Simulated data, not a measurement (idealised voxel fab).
process module | voxel transistor to metal
Square cells of 5 nm make up the cross-section cut, whose width is 200 nm.
We lay out every cross-section as a grid of square cells and spell it out in bands from the top down, where one band means one or more rows of cells.
For a band, the entry starts with two heights in nm, that of the top and then that of the bottom, and carries on with the band's materials in order from left to right, each alongside its width in nm; the word "everywhere" beside a single material means it fills the band edge to edge, and "blank" means empty space.
Heads up on the height convention: 0 is the point under which the incoming wafer is all one material, and the lowest band has no bottom, it just keeps going down, like "0..down".
Quick explanation for "30 to 40": the width changes in equal steps down the rows of cells, from the first number in the band's top row to the second number in its bottom row.
For the purposes of this document, the phrase "no change" attached to a step denotes that no cell within the cross-section was modified by that step.
"Enclosed empty spaces" specifies each empty space that is not open to the top and that occupies no fewer than 8 cells, using the form width x height at distance, the distance measured from the left edge and all three quantities in nm.
It should be noted that, on the line of a given step, the content following the step's settings is a remark produced by the simulator itself with respect to that step.
A step line may carry the setting "overlay nm", which, for steps involving a mask, states the distance by which the mask lay to the right of its intended position; negative values denote displacement to the left.

The process steps that were planned are listed below
1 RECEIVE (material Si)
2 CONFORMAL_DEP (material SiO2; thk nm 5)
3 CONFORMAL_DEP (material SiN; thk nm 15)
4 MASKED_ETCH (tone cover; mask id ACTIVE; width nm 95; etch materials SiN; depth nm 15; overlay nm 0)
5 MASKED_ETCH (tone cover; mask id ACTIVE; width nm 95; etch materials SiO2; depth nm 5; overlay nm 0)
6 MASKED_ETCH (tone cover; mask id ACTIVE; width nm 95; etch materials Si; depth nm 30; overlay nm 0)
7 OXIDIZE (depth nm 5)
8 FILL_DEP (material SiO2; thk nm 10)
9 CMP (height nm 20)
10 SELECTIVE_ETCH (etch materials SiO2; depth nm 10)
11 STRIP (etch materials SiN)
12 SELECTIVE_ETCH (etch materials SiO2; depth nm 5)
13 OXIDIZE (depth nm 5)
14 DIRECTIONAL_DEP (material polySi; thk nm 30)
15 DIRECTIONAL_DEP (material SiCN; thk nm 15)
16 PATTERN (tone cover; mask id GATE; material resist; width nm 15; thk nm 20; overlay nm 0)
17 DIRECTIONAL_ETCH (etch materials SiCN; depth nm 25)
18 DIRECTIONAL_ETCH (etch materials polySi; depth nm 40)
19 STRIP (etch materials resist)
20 CONFORMAL_DEP (material SiO2; thk nm 5)
21 DIRECTIONAL_ETCH (etch materials SiO2; depth nm 5)
22 CONFORMAL_DEP (material SiN; thk nm 5)
23 DIRECTIONAL_ETCH (etch materials SiN; depth nm 5)
24 DIRECTIONAL_ETCH (etch materials SiO2; depth nm 5)
25 DIRECTIONAL_ETCH (etch materials Si; depth nm 15)
26 EPI (material pSi; thk nm 20)
27 FILL_DEP (material SiO2; thk nm 5)
28 CMP (height nm 45)
29 DIRECTIONAL_DEP (material SiO2; thk nm 10)
30 PATTERN (tone open; mask id CONTACT; material resist; width nm 20; pitch nm 65; thk nm 20; overlay nm 0)
31 DIRECTIONAL_ETCH (etch materials SiO2; depth nm 55)
32 STRIP (etch materials resist)
33 CONFORMAL_DEP (material TiN; thk nm 5)
34 FILL_DEP (material Ru; thk nm 5)
35 CMP (height nm 55)
36 DIRECTIONAL_DEP (material TiN; thk nm 5)
37 DIRECTIONAL_DEP (material W; thk nm 25)
38 MASKED_ETCH (tone cover; mask id METAL_1; width nm 20; pitch nm 65; etch materials W; depth nm 25; overlay nm 0)
39 MASKED_ETCH (tone cover; mask id METAL_1; width nm 20; pitch nm 65; etch materials TiN; depth nm 5; overlay nm 0)
40 CONFORMAL_DEP (material SiCN; thk nm 5)
41 FILL_DEP (material lowk; thk nm 5)
42 CMP (height nm 85)
43 CONFORMAL_DEP (material SiCN; thk nm 5)
44 DIRECTIONAL_DEP (material SiO2; thk nm 35)
45 MASKED_ETCH (tone open; mask id METAL_2; width nm 20; pitch nm 65; etch materials SiO2; depth nm 20; overlay nm 0)
46 MASKED_ETCH (tone open; mask id METAL_2_HOLES; width nm 15; pitch nm 65; etch materials SiO2; depth nm 15; overlay nm 0)
47 MASKED_ETCH (tone open; mask id METAL_2_HOLES; width nm 15; pitch nm 65; etch materials SiCN; depth nm 5; overlay nm 0)
48 CONFORMAL_DEP (material TiN; thk nm 5)
49 FILL_DEP (material Cu; thk nm 5)
50 CMP (height nm 125)
51 CONFORMAL_DEP (material SiN; thk nm 5)

Cross-section, incoming material, after step 1
* 0..down = Si everywhere
* Enclosed empty spaces: none

Wafer cross-section at end of module: start and plan as shown above, one execution error
* 130..125 = SiN everywhere
* 125..110 = SiO2 (55)  TiN (5)  Cu (10)  TiN (5)  SiO2 (45)  TiN (5)  Cu (10)  TiN (5)  SiO2 (60)
* 110..105 = SiO2 (55)  TiN (5)  Cu (5)  TiN (10)  SiO2 (45)  TiN (5)  Cu (5)  TiN (10)  SiO2 (60)
* 105..90 = SiO2 (55)  TiN (5)  Cu (5)  TiN (5)  SiO2 (50)  TiN (5)  Cu (5)  TiN (5)  SiO2 (65)
* 90..85 = SiCN (55)  TiN (15)  SiCN (50)  TiN (15)  SiCN (65)
* 85..65 = lowk (60)  SiCN (5)  W (20)  SiCN (5)  lowk (35)  SiCN (5)  W (20)  SiCN (5)  lowk (45)
* 65..60 = lowk (50)  SiCN (15)  W (20)  SiCN (5)  lowk (25)  SiCN (15)  W (20)  SiCN (5)  lowk (45)
* 60..55 = SiCN (55)  TiN (30)  SiCN (35)  TiN (30)  SiCN (50)
* 55..45 = SiO2 (55)  TiN (5)  Ru (10)  TiN (5)  SiO2 (45)  TiN (5)  Ru (10)  TiN (5)  SiO2 (60)
* 45..30 = SiO2 (55)  TiN (5)  Ru (10)  TiN (5)  SiO2 (5)  SiN (5)  SiO2 (5)  SiCN (15)  SiO2 (5)  SiN (5)  SiO2 (5)  TiN (5)  Ru (10)  TiN (5)  SiO2 (60)
* 30..20 = SiO2 (55)  TiN (5)  Ru (10)  TiN (5)  SiO2 (5)  SiN (5)  SiO2 (5)  polySi (15)  SiO2 (5)  SiN (5)  SiO2 (5)  TiN (5)  Ru (10)  TiN (5)  SiO2 (60)
* 20..15 = SiO2 (55)  TiN (20)  SiO2 (5)  SiN (5)  SiO2 (5)  polySi (15)  SiO2 (5)  SiN (5)  SiO2 (5)  TiN (20)  SiO2 (60)
* 15..5 = SiO2 (55)  TiN (5)  pSi (20)  SiN (5)  SiO2 (5)  polySi (15)  SiO2 (5)  SiN (5)  pSi (20)  TiN (5)  SiO2 (60)
* 5..0 = SiO2 (50)  SiN (5)  TiN (5)  pSi (20)  SiN (5)  SiO2 (5)  polySi (15)  SiO2 (5)  SiN (5)  pSi (20)  TiN (5)  SiN (5)  SiO2 (55)
* 0..-5 = SiO2 (55)  pSi (25)  SiO2 (35)  pSi (25)  SiO2 (60)
* -5..-20 = SiO2 (55)  pSi (25)  Si (35)  pSi (25)  SiO2 (60)
* -20..-35 = SiO2 (55)  Si (85)  SiO2 (60)
* -35..down = Si everywhere
* Enclosed empty spaces: none
Processing error: step 38 was run on a setting that differed from the plan, and what really ran there is MASKED_ETCH (tone cover; mask id METAL_1; width nm 20; pitch nm 65; etch materials W; depth nm 25; overlay nm 10)
